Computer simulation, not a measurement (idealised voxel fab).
This section sets out a process module, namely voxel capacitor over wiring.
Cross-section cut: width 170 nm, square cells of 5 nm.
When this document writes out a cross-section, it uses a grid of square cells and lists it as bands, beginning at the top and moving down, with a band standing for one or more rows of cells.
Band entry format. Leading values: height of top, height of bottom, nm. Remainder: materials in left-to-right order, each with its width in nm. Special words: "everywhere" on a single material, which then fills the band edge to edge; "empty", empty space.
All heights in this document are referenced to 0, defined as the level beneath which the wafer, as received, consists entirely of one material. The lowest band is not bounded below; it extends indefinitely downward and is written in the form "0 nm and below".
Read "30..40" as a graded width: first number on top, second number at the bottom, same change between each pair of neighbouring rows.
You'll sometimes find "everything unchanged" written for a step, and that's the way of saying that nowhere in the cross-section did a cell change during that step.
What "Catalogued sealed voids" gives you is every empty space of 8 cells or more that is cut off from the top. Each appears as width x height at distance, with the distance taken from the left edge and width, height and distance all in nm.
Post-settings text on a step line: simulator's own remark regarding the step.
"overlay nm" answers the question of how far to the right of plan the mask lay on a step that has a mask, and when it is negative the answer is to the left.

## This section lists the process steps that were planned
1: RECEIVE,material Si
2: CONFORMAL_DEP,material SiO2,thk nm 10
3: CONFORMAL_DEP,material SiCN,thk nm 5
4: DIRECTIONAL_DEP,material lowk,thk nm 25
5: MASKED_ETCH,tone open,mask id METAL_1,width nm 30,pitch nm 100,etch materials lowk,depth nm 25,overlay nm 0
6: MASKED_ETCH,tone open,mask id METAL_1,width nm 30,pitch nm 100,etch materials SiCN,depth nm 5,overlay nm 0
7: CONFORMAL_DEP,material TiN,thk nm 5
8: FILL_DEP,material Ru,thk nm 5
9: CMP,height nm 40
10: CONFORMAL_DEP,material SiCN,thk nm 5
11: DIRECTIONAL_DEP,material SiO2,thk nm 10
12: DIRECTIONAL_DEP,material aC,thk nm 10
13: PATTERN,tone open,mask id PLUG_1,material resist,width nm 15,thk nm 30,overlay nm 0
14: DIRECTIONAL_ETCH,etch materials aC,depth nm 10
15: STRIP,etch materials resist
16: DIRECTIONAL_ETCH,etch materials SiO2,depth nm 10
17: DIRECTIONAL_ETCH,etch materials SiCN,depth nm 5
18: STRIP,etch materials aC
19: EPI,material Ru,thk nm 10
20: EPI,material Ru,thk nm 5
21: DIRECTIONAL_DEP,material TiN,thk nm 5
22: DIRECTIONAL_DEP,material SiN,thk nm 5
23: DIRECTIONAL_DEP,material TiN,thk nm 5
24: DIRECTIONAL_DEP,material aC,thk nm 10
25: PATTERN,tone cover,mask id UPPER_PLATE,material resist,width nm 75,thk nm 30,overlay nm 0
26: DIRECTIONAL_ETCH,etch materials aC,depth nm 10
27: STRIP,etch materials resist
28: DIRECTIONAL_ETCH,etch materials TiN,depth nm 5
29: DIRECTIONAL_ETCH,etch materials SiN,depth nm 5
30: STRIP,etch materials aC
31: PATTERN,tone cover,mask id LOWER_PLATE,material resist,width nm 85,thk nm 20,overlay nm 0
32: DIRECTIONAL_ETCH,etch materials TiN,depth nm 5
33: STRIP,etch materials resist
34: FILL_DEP,material SiO2,thk nm 20
35: CMP,height nm 85
36: PATTERN,tone open,mask id PLUG_2,material resist,width nm 15,thk nm 15,overlay nm 0
37: DIRECTIONAL_ETCH,etch materials SiO2,depth nm 15
38: STRIP,etch materials resist
39: CONFORMAL_DEP,material TiN,thk nm 5
40: FILL_DEP,material W,thk nm 10
41: CMP,height nm 85
42: CONFORMAL_DEP,material SiN,thk nm 5

## Cross-section of the wafer as it came to us, i.e., already through step 1
* 0 nm and below | Si everywhere
* Catalogued sealed voids: none

## What the wafer looks like in cross-section after this module, when it starts as shown above and follows the plan above but one mistake is made in running it
* 90 nm to 85 nm | SiN everywhere
* 85 nm to 75 nm | 50 nm SiO2; 5 nm TiN; 5 nm W; 5 nm TiN; 105 nm SiO2
* 75 nm to 65 nm | 50..35 nm SiO2; 15..75 nm TiN; 105..60 nm SiO2
* 65 nm to 60 nm | 35 nm SiO2; 75 nm SiN; 60 nm SiO2
* 60 nm to 55 nm | 30 nm SiO2; 85 nm TiN; 55 nm SiO2
* 55 nm to 45 nm | 35 nm SiO2; 15 nm Ru; 120 nm SiO2
* 45 nm to 40 nm | 35 nm SiCN; 15 nm Ru; 120 nm SiCN
* 40 nm to 15 nm | 20 nm lowk; 5 nm TiN; 20 nm Ru; 5 nm TiN; 70 nm lowk; 5 nm TiN; 20 nm Ru; 5 nm TiN; 20 nm lowk
* 15 nm to 10 nm | 20 nm SiCN; 30 nm TiN; 70 nm SiCN; 30 nm TiN; 20 nm SiCN
* 10 nm to 0 nm | SiO2 everywhere
* 0 nm and below | Si everywhere
* Catalogued sealed voids: none
So what did we get wrong on this run? step 36 went in with a setting other than planned; the actual run was PATTERN,tone open,mask id PLUG_2,material resist,width nm 15,thk nm 15,overlay nm 5
